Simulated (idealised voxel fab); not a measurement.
process module | voxel capacitor over wiring
cross-section cut | 240 nm wide | cells 5 nm
A cross-section is a grid of square cells, given in bands from the top down. A band is one or more rows of cells.
Each band's line starts with the height of the band's top and of its bottom, in nm. Then come its materials from left to right, each with its width in nm. One material with "throughout" fills the band from edge to edge. "air" is empty space.
Height 0 is the level under which the wafer as received is all one material. The lowest band goes on downwards, as in "0 down".
A width such as "30 to 40" changes by the same amount from each row of cells to the next, from the band's top row to its bottom row.
"no change" after a step means that no cell of the cross-section changed.
closed voids: empty space of 8 cells or more with no open way to the top, each as width x height at its distance from the left edge, in nm
after a step's settings: what the simulator itself notes on the step
overlay nm, on a step with a mask: how far to the right of its planned place the mask lay; to the left if negative
plan
1 op RECEIVE | material Si
2 op CONFORMAL_DEP | material SiO2 | thk nm 10
3 op CONFORMAL_DEP | material SiCN | thk nm 5
4 op DIRECTIONAL_DEP | material lowk | thk nm 15
5 op MASKED_ETCH | tone open | mask id METAL_1 | width nm 20 | pitch nm 85 | etch materials lowk | depth nm 15 | overlay nm 0
6 op MASKED_ETCH | tone open | mask id METAL_1 | width nm 20 | pitch nm 85 | etch materials SiCN | depth nm 5 | overlay nm 0
7 op CONFORMAL_DEP | material TiN | thk nm 5
8 op FILL_DEP | material Cu | thk nm 10
9 op CMP | height nm 30
10 op EPI | material Ru | thk nm 5
11 op FILL_DEP | material SiCN | thk nm 5
12 op DIRECTIONAL_DEP | material SiO2 | thk nm 10
13 op MASKED_ETCH | tone open | mask id PLUG_1 | width nm 15 | etch materials SiO2 | depth nm 10 | overlay nm 0
14 op MASKED_ETCH | tone open | mask id PLUG_1 | width nm 15 | etch materials SiCN | depth nm 5 | overlay nm 0
15 op CONFORMAL_DEP | material TiN | thk nm 5
16 op FILL_DEP | material Ru | thk nm 10
17 op CMP | height nm 50
18 op DIRECTIONAL_DEP | material TiN | thk nm 5
19 op DIRECTIONAL_DEP | material Al2O3 | thk nm 5
20 op DIRECTIONAL_DEP | material TiN | thk nm 5
21 op PATTERN | tone cover | mask id UPPER_PLATE | material resist | width nm 70 | thk nm 20 | overlay nm 0
22 op DIRECTIONAL_ETCH | etch materials TiN | depth nm 5
23 op DIRECTIONAL_ETCH | etch materials Al2O3 | depth nm 5
24 op STRIP | etch materials resist
25 op MASKED_ETCH | tone cover | mask id LOWER_PLATE | width nm 80 | etch materials TiN | depth nm 5 | overlay nm 0
26 op FILL_DEP | material SiO2 | thk nm 20
27 op CMP | height nm 80
28 op PATTERN | tone open | mask id PLUG_2 | material resist | width nm 15 | thk nm 20 | overlay nm 0
29 op DIRECTIONAL_ETCH | etch materials SiO2 | depth nm 15
30 op STRIP | etch materials resist
31 op CONFORMAL_DEP | material TiN | thk nm 5
32 op FILL_DEP | material Ru | thk nm 5
33 op CMP | height nm 80
34 op CONFORMAL_DEP | material SiN | thk nm 5
first wafer, as planned
as received, after step 1
  0 down: Si throughout
  closed voids: none
after step 2
  10 to 0: SiO2 throughout
  below 0: unchanged
after step 3
  15 to 10: SiCN throughout
  below 10: unchanged
after step 4
  30 to 15: lowk throughout
  below 15: unchanged
after step 5
  30 to 15: lowk 65 | air 20 | lowk 65 | air 20 | lowk 70
  below 15: unchanged
after step 6
  30 to 15: lowk 65 | air 20 | lowk 65 | air 20 | lowk 70
  15 to 10: SiCN 65 | air 20 | SiCN 65 | air 20 | SiCN 70
  below 10: unchanged
after step 7
  35 to 30: TiN 70 | air 10 | TiN 75 | air 10 | TiN 75
  30 to 15: lowk 65 | TiN 5 | air 10 | TiN 5 | lowk 65 | TiN 5 | air 10 | TiN 5 | lowk 70
  15 to 10: SiCN 65 | TiN 20 | SiCN 65 | TiN 20 | SiCN 70
  below 10: unchanged
after step 8
  45 to 35: Cu throughout
  35 to 30: TiN 70 | Cu 10 | TiN 75 | Cu 10 | TiN 75
  30 to 15: lowk 65 | TiN 5 | Cu 10 | TiN 5 | lowk 65 | TiN 5 | Cu 10 | TiN 5 | lowk 70
  below 15: unchanged
after step 9
  30 to 15: lowk 65 | TiN 5 | Cu 10 | TiN 5 | lowk 65 | TiN 5 | Cu 10 | TiN 5 | lowk 70
  below 15: unchanged
after step 10
  35 to 30: air 60 | Ru 30 | air 55 | Ru 30 | air 65
  below 30: unchanged
after step 11
  40 to 35: SiCN throughout
  35 to 30: SiCN 60 | Ru 30 | SiCN 55 | Ru 30 | SiCN 65
  below 30: unchanged
after step 12
  50 to 40: SiO2 throughout
  below 40: unchanged
after step 13
  50 to 40: SiO2 70 | air 15 | SiO2 155
  below 40: unchanged
after step 14
  50 to 40: SiO2 70 | air 15 | SiO2 155
  40 to 35: SiCN 70 | air 15 | SiCN 155
  below 35: unchanged
after step 15
  55 to 50: TiN 75 | air 5 | TiN 160
  50 to 40: SiO2 70 | TiN 5 | air 5 | TiN 5 | SiO2 155
  40 to 35: SiCN 70 | TiN 15 | SiCN 155
  below 35: unchanged
after step 16
  65 to 55: Ru throughout
  55 to 50: TiN 75 | Ru 5 | TiN 160
  50 to 40: SiO2 70 | TiN 5 | Ru 5 | TiN 5 | SiO2 155
  below 40: unchanged
after step 17
  50 to 40: SiO2 70 | TiN 5 | Ru 5 | TiN 5 | SiO2 155
  below 40: unchanged
after step 18
  55 to 50: TiN throughout
  below 50: unchanged
after step 19
  60 to 55: Al2O3 throughout
  below 55: unchanged
after step 20
  65 to 60: TiN throughout
  below 60: unchanged
after step 21
  85 to 65: air 70 | resist 70 | air 100
  below 65: unchanged
after step 22
  85 to 65: air 70 | resist 70 | air 100
  65 to 60: air 70 | TiN 70 | air 100
  below 60: unchanged
after step 23
  85 to 65: air 70 | resist 70 | air 100
  65 to 60: air 70 | TiN 70 | air 100
  60 to 55: air 70 | Al2O3 70 | air 100
  below 55: unchanged
after step 24
  65 to 60: air 70 | TiN 70 | air 100
  below 60: unchanged
after step 25
  65 to 60: air 70 | TiN 70 | air 100
  60 to 55: air 70 | Al2O3 70 | air 100
  55 to 50: air 65 | TiN 80 | air 95
  below 50: unchanged
after step 26
  85 to 65: SiO2 throughout
  65 to 60: SiO2 70 | TiN 70 | SiO2 100
  60 to 55: SiO2 70 | Al2O3 70 | SiO2 100
  55 to 50: SiO2 65 | TiN 80 | SiO2 95
  below 50: unchanged
after step 27
  80 to 65: SiO2 throughout
  below 65: unchanged
after step 28
  100 to 80: resist 80 | air 15 | resist 145
  below 80: unchanged
after step 29
  100 to 80: resist 80 | air 15 | resist 145
  80 to 65: SiO2 80 | air 15 | SiO2 145
  below 65: unchanged
after step 30
  80 to 65: SiO2 80 | air 15 | SiO2 145
  below 65: unchanged
after step 31
  85 to 80: TiN 85 | air 5 | TiN 150
  80 to 70: SiO2 80 | TiN 5 | air 5 | TiN 5 | SiO2 145
  70 to 60: SiO2 80 to 70 | TiN 15 to 70 | SiO2 145 to 100
  below 60: unchanged
after step 32
  90 to 85: Ru throughout
  85 to 80: TiN 85 | Ru 5 | TiN 150
  80 to 70: SiO2 80 | TiN 5 | Ru 5 | TiN 5 | SiO2 145
  below 70: unchanged
after step 33
  80 to 70: SiO2 80 | TiN 5 | Ru 5 | TiN 5 | SiO2 145
  below 70: unchanged
after step 34
  85 to 80: SiN throughout
  below 80: unchanged
second wafer: like start, like plan, one mistake. Through step 4 it matches the first wafer
when step 5 should have ended
  30 to 15: lowk 55 | air 20 | lowk 65 | air 20 | lowk 80
  below 15: unchanged
when step 6 should have ended
  30 to 15: lowk 55 | air 20 | lowk 65 | air 20 | lowk 80
  15 to 10: SiCN 65 | air 10 | SiCN 75 | air 10 | SiCN 80
  below 10: unchanged
when step 7 should have ended
  35 to 30: TiN 60 | air 10 | TiN 75 | air 10 | TiN 85
  30 to 20: lowk 55 | TiN 5 | air 10 | TiN 5 | lowk 65 | TiN 5 | air 10 | TiN 5 | lowk 80
  20 to 15: lowk 55 | TiN 20 | lowk 65 | TiN 20 | lowk 80
  15 to 10: SiCN 65 | TiN 10 | SiCN 75 | TiN 10 | SiCN 80
  below 10: unchanged
when step 8 should have ended
  45 to 35: Cu throughout
  35 to 30: TiN 60 | Cu 10 | TiN 75 | Cu 10 | TiN 85
  30 to 20: lowk 55 | TiN 5 | Cu 10 | TiN 5 | lowk 65 | TiN 5 | Cu 10 | TiN 5 | lowk 80
  below 20: unchanged
when step 9 should have ended
  30 to 20: lowk 55 | TiN 5 | Cu 10 | TiN 5 | lowk 65 | TiN 5 | Cu 10 | TiN 5 | lowk 80
  below 20: unchanged
when step 10 should have ended
  35 to 30: air 50 | Ru 30 | air 55 | Ru 30 | air 75
  below 30: unchanged
when step 11 should have ended
  40 to 35: SiCN throughout
  35 to 30: SiCN 50 | Ru 30 | SiCN 55 | Ru 30 | SiCN 75
  below 30: unchanged
when step 12 should have ended
  50 to 40: SiO2 throughout
  below 40: unchanged
when step 13 should have ended
  50 to 40: SiO2 70 | air 15 | SiO2 155
  below 40: unchanged
when step 14 should have ended
  50 to 40: SiO2 70 | air 15 | SiO2 155
  40 to 35: SiCN 70 | air 15 | SiCN 155
  below 35: unchanged
when step 15 should have ended
  55 to 50: TiN 75 | air 5 | TiN 160
  50 to 40: SiO2 70 | TiN 5 | air 5 | TiN 5 | SiO2 155
  40 to 35: SiCN 70 | TiN 15 | SiCN 155
  below 35: unchanged
when step 16 should have ended
  65 to 55: Ru throughout
  55 to 50: TiN 75 | Ru 5 | TiN 160
  50 to 40: SiO2 70 | TiN 5 | Ru 5 | TiN 5 | SiO2 155
  below 40: unchanged
when step 17 should have ended
  50 to 40: SiO2 70 | TiN 5 | Ru 5 | TiN 5 | SiO2 155
  below 40: unchanged
when step 18 should have ended
  55 to 50: TiN throughout
  below 50: unchanged
when step 19 should have ended
  60 to 55: Al2O3 throughout
  below 55: unchanged
when step 20 should have ended
  65 to 60: TiN throughout
  below 60: unchanged
when step 21 should have ended
  85 to 65: air 70 | resist 70 | air 100
  below 65: unchanged
when step 22 should have ended
  85 to 65: air 70 | resist 70 | air 100
  65 to 60: air 70 | TiN 70 | air 100
  below 60: unchanged
when step 23 should have ended
  85 to 65: air 70 | resist 70 | air 100
  65 to 60: air 70 | TiN 70 | air 100
  60 to 55: air 70 | Al2O3 70 | air 100
  below 55: unchanged
when step 24 should have ended
  65 to 60: air 70 | TiN 70 | air 100
  below 60: unchanged
when step 25 should have ended
  65 to 60: air 70 | TiN 70 | air 100
  60 to 55: air 70 | Al2O3 70 | air 100
  55 to 50: air 65 | TiN 80 | air 95
  below 50: unchanged
when step 26 should have ended
  85 to 65: SiO2 throughout
  65 to 60: SiO2 70 | TiN 70 | SiO2 100
  60 to 55: SiO2 70 | Al2O3 70 | SiO2 100
  55 to 50: SiO2 65 | TiN 80 | SiO2 95
  below 50: unchanged
when step 27 should have ended
  80 to 65: SiO2 throughout
  below 65: unchanged
when step 28 should have ended
  100 to 80: resist 80 | air 15 | resist 145
  below 80: unchanged
when step 29 should have ended
  100 to 80: resist 80 | air 15 | resist 145
  80 to 65: SiO2 80 | air 15 | SiO2 145
  below 65: unchanged
when step 30 should have ended
  80 to 65: SiO2 80 | air 15 | SiO2 145
  below 65: unchanged
when step 31 should have ended
  85 to 80: TiN 85 | air 5 | TiN 150
  80 to 70: SiO2 80 | TiN 5 | air 5 | TiN 5 | SiO2 145
  70 to 60: SiO2 80 to 70 | TiN 15 to 70 | SiO2 145 to 100
  below 60: unchanged
when step 32 should have ended
  90 to 85: Ru throughout
  85 to 80: TiN 85 | Ru 5 | TiN 150
  80 to 70: SiO2 80 | TiN 5 | Ru 5 | TiN 5 | SiO2 145
  below 70: unchanged
when step 33 should have ended
  80 to 70: SiO2 80 | TiN 5 | Ru 5 | TiN 5 | SiO2 145
  below 70: unchanged
when step 34 should have ended
  85 to 80: SiN throughout
  below 80: unchanged
what went wrong: step 5 ran as: op MASKED_ETCH | tone open | mask id METAL_1 | width nm 20 | pitch nm 85 | etch materials lowk | depth nm 15 | overlay nm -10
at the end the second wafer has, in cells: 4 fewer of Cu | 4 more of SiCN
